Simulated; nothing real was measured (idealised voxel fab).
Process module name: voxel ribs on slabs
Section cut is 210 nm wide and gridded with 5 nm square cells.
A cross-section is a grid of square cells, given in bands from the top down. A band is one or more rows of cells.
Read a band's entry like this: the first values are the height of its top and the height of its bottom in nm, and what follows is the sequence of materials from left to right, each with its width in nm. Note that "air" is empty space, and that a single material marked "throughout" reaches across the band from edge to edge.
Zero point of the height axis is 0; under it, received wafer = one material. Lowest band: continues down indefinitely, "0 down".
Note: "30 to 40" means the width goes from the first number (top row of the band) to the second number (bottom row) in equal steps per row of cells.
Take "nothing different" at face value: in the step it is given for, the cross-section changed in none of its cells.
Closed empty spaces (no open way to the top) of 8 cells or more are what "Trapped voids" lists, each as width x height at distance from the left edge, nm for all three.
Anything after a step's settings on that line? It's the simulator's own note about the step.
When a step includes a mask, the "overlay nm" setting on its line states how far to the right of its planned place that mask lay, and negative values state how far to the left.
These are the steps we planned for the process
- 1: RECEIVE,material Si
- 2: DIRECTIONAL_DEP,material SiO2,thk nm 20
- 3: DIRECTIONAL_DEP,material polySi,thk nm 15
- 4: PATTERN,tone cover,mask id RIB,material resist,width nm 15,thk nm 15,overlay nm 0
- 5: DIRECTIONAL_ETCH,etch materials polySi,depth nm 10
- 6: STRIP,etch materials resist
- 7: MASKED_ETCH,tone cover,mask id SLAB,width nm 55,etch materials polySi,depth nm 5,overlay nm 0
- 8: FILL_DEP,material SiO2,thk nm 15
- 9: CMP,height nm 45
- 10: DIRECTIONAL_DEP,material W,thk nm 10
- 11: DIRECTIONAL_DEP,material aC,thk nm 10
- 12: PATTERN,tone cover,mask id HEATER,material resist,width nm 25,thk nm 25,overlay nm 0
- 13: DIRECTIONAL_ETCH,etch materials aC,depth nm 10
- 14: STRIP,etch materials resist
- 15: DIRECTIONAL_ETCH,etch materials W,depth nm 10
- 16: STRIP,etch materials aC
- 17: CONFORMAL_DEP,material SiN,thk nm 5
Keep in mind the plan's value for the width nm of step 7 comes from the first wafer; the wafers don't share that setting, but they do share the same starting point.
Cross-section of the first incoming wafer of several, state after step 1
* 0 down  Si throughout
* Trapped voids: none
Per-wafer rows below. For each material: cells gained (+) or lost (-) since the wafer was received, as of end of module. Then: closed voids
width nm 55; +46 SiN; +361 SiO2; +10 W; +17 polySi; Trapped voids: none
width nm 60; +46 SiN; +360 SiO2; +10 W; +18 polySi; Trapped voids: none
width nm 65; +46 SiN; +359 SiO2; +10 W; +19 polySi; Trapped voids: none
width nm 70; +46 SiN; +358 SiO2; +10 W; +20 polySi; Trapped voids: none
width nm 75; +46 SiN; +357 SiO2; +10 W; +21 polySi; Trapped voids: none
width nm 80; +46 SiN; +356 SiO2; +10 W; +22 polySi; Trapped voids: none
